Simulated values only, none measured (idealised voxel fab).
process module | voxel wiring stack
cross-section cut | 245 nm wide | cells 5 nm
A cross-section is a grid of square cells, given in bands from the top down. A band is one or more rows of cells.
Each band's line starts with the height of the band's top and of its bottom, in nm. Then come its materials from left to right, each with its width in nm. One material with "throughout" fills the band from edge to edge. "air" is empty space.
Height 0 is the level under which the wafer as received is all one material. The lowest band goes on downwards, as in "0 down".
A width such as "30 to 40" changes by the same amount from each row of cells to the next, from the band's top row to its bottom row.
"no change" after a step means that no cell of the cross-section changed.
closed voids: empty space of 8 cells or more with no open way to the top, each as width x height at its distance from the left edge, in nm
after a step's settings: what the simulator itself notes on the step
overlay nm, on a step with a mask: how far to the right of its planned place the mask lay; to the left if negative
plan
1 op RECEIVE | material Si
2 op CONFORMAL_DEP | material SiO2 | thk nm 15
3 op CONFORMAL_DEP | material SiN | thk nm 5
4 op DIRECTIONAL_DEP | material SiO2 | thk nm 20
5 op PATTERN | tone open | mask id METAL_1 | material resist | width nm 30 | pitch nm 50 | thk nm 15 | overlay nm 0
6 op DIRECTIONAL_ETCH | etch materials SiO2 | depth nm 20
7 op DIRECTIONAL_ETCH | etch materials SiN | depth nm 5
8 op STRIP | etch materials resist
9 op CONFORMAL_DEP | material TiN | thk nm 5
10 op FILL_DEP | material W | thk nm 10
11 op CMP | height nm 40
12 op CONFORMAL_DEP | material SiCN | thk nm 5
13 op DIRECTIONAL_DEP | material SiO2 | thk nm 20
14 op DIRECTIONAL_DEP | material aC | thk nm 15
15 op PATTERN | tone open | mask id PLUG_1 | material resist | width nm 15 | pitch nm 50 | thk nm 30 | overlay nm 0
16 op DIRECTIONAL_ETCH | etch materials aC | depth nm 15
17 op STRIP | etch materials resist
18 op DIRECTIONAL_ETCH | etch materials SiO2 | depth nm 20
19 op DIRECTIONAL_ETCH | etch materials SiCN | depth nm 5
20 op STRIP | etch materials aC
21 op CONFORMAL_DEP | material TiN | thk nm 5
22 op FILL_DEP | material Cu | thk nm 5
23 op CMP | height nm 65
24 op DIRECTIONAL_DEP | material TiN | thk nm 5
25 op DIRECTIONAL_DEP | material Ru | thk nm 15
26 op MASKED_ETCH | tone cover | mask id METAL_2 | width nm 30 | pitch nm 50 | etch materials Ru | depth nm 15 | overlay nm 0
27 op MASKED_ETCH | tone cover | mask id METAL_2 | width nm 30 | pitch nm 50 | etch materials TiN | depth nm 5 | overlay nm 0
28 op FILL_DEP | material SiO2 | thk nm 10
29 op CMP | height nm 85
30 op CONFORMAL_DEP | material SiCN | thk nm 5
31 op DIRECTIONAL_DEP | material lowk | thk nm 10
32 op MASKED_ETCH | tone open | mask id PLUG_2 | width nm 15 | pitch nm 50 | etch materials lowk | depth nm 10 | overlay nm 0
33 op MASKED_ETCH | tone open | mask id PLUG_2 | width nm 15 | pitch nm 50 | etch materials SiCN | depth nm 5 | overlay nm 0
34 op EPI | material Ru | thk nm 10
35 op EPI | material Ru | thk nm 5
36 op DIRECTIONAL_DEP | material TiN | thk nm 5
37 op DIRECTIONAL_DEP | material W | thk nm 20
38 op PATTERN | tone cover | mask id METAL_3 | material resist | width nm 30 | pitch nm 50 | thk nm 15 | overlay nm 0
39 op DIRECTIONAL_ETCH | etch materials W | depth nm 20
40 op DIRECTIONAL_ETCH | etch materials TiN | depth nm 5
41 op STRIP | etch materials resist
42 op CONFORMAL_DEP | material SiCN | thk nm 5
43 op FILL_DEP | material SiO2 | thk nm 5
44 op CMP | height nm 125
45 op CONFORMAL_DEP | material SiN | thk nm 5
as received, after step 1
  0 down: Si throughout
  closed voids: none
a wafer at the end: this start, this plan, one mistake
  130 to 125: SiN throughout
  125 to 105: SiO2 50 | SiCN 5 | W 30 | SiCN 5 | SiO2 10 | SiCN 5 | W 30 | SiCN 5 | SiO2 10 | SiCN 5 | W 30 | SiCN 5 | SiO2 55
  105 to 100: SiCN 55 | TiN 30 | SiCN 20 | TiN 30 | SiCN 20 | TiN 30 | SiCN 60
  100 to 90: lowk 55 | Ru 15 | lowk 35 | Ru 15 | lowk 35 | Ru 15 | lowk 75
  90 to 85: SiCN 55 | Ru 15 | SiCN 35 | Ru 15 | SiCN 35 | Ru 15 | SiCN 75
  85 to 70: SiO2 55 | Ru 30 | SiO2 20 | Ru 30 | SiO2 20 | Ru 30 | SiO2 60
  70 to 65: SiO2 55 | TiN 30 | SiO2 20 | TiN 30 | SiO2 20 | TiN 30 | SiO2 60
  65 to 45: SiO2 55 | TiN 5 | Cu 5 | TiN 5 | SiO2 35 | TiN 5 | Cu 5 | TiN 5 | SiO2 35 | TiN 5 | Cu 5 | TiN 5 | SiO2 75
  45 to 40: SiCN 55 | TiN 15 | SiCN 35 | TiN 15 | SiCN 35 | TiN 15 | SiCN 75
  40 to 35: SiO2 55 | TiN 5 | W 20 | TiN 5 | SiO2 20 | TiN 5 | W 20 | TiN 5 | SiO2 20 | TiN 5 | W 20 | TiN 5 | SiO2 60
  35 to 30: SiN 55 | TiN 30 | SiN 20 | TiN 30 | SiN 20 | TiN 30 | SiN 60
  30 to 0: SiO2 throughout
  0 down: Si throughout
  closed voids: none
what went wrong: step 2 was run twice
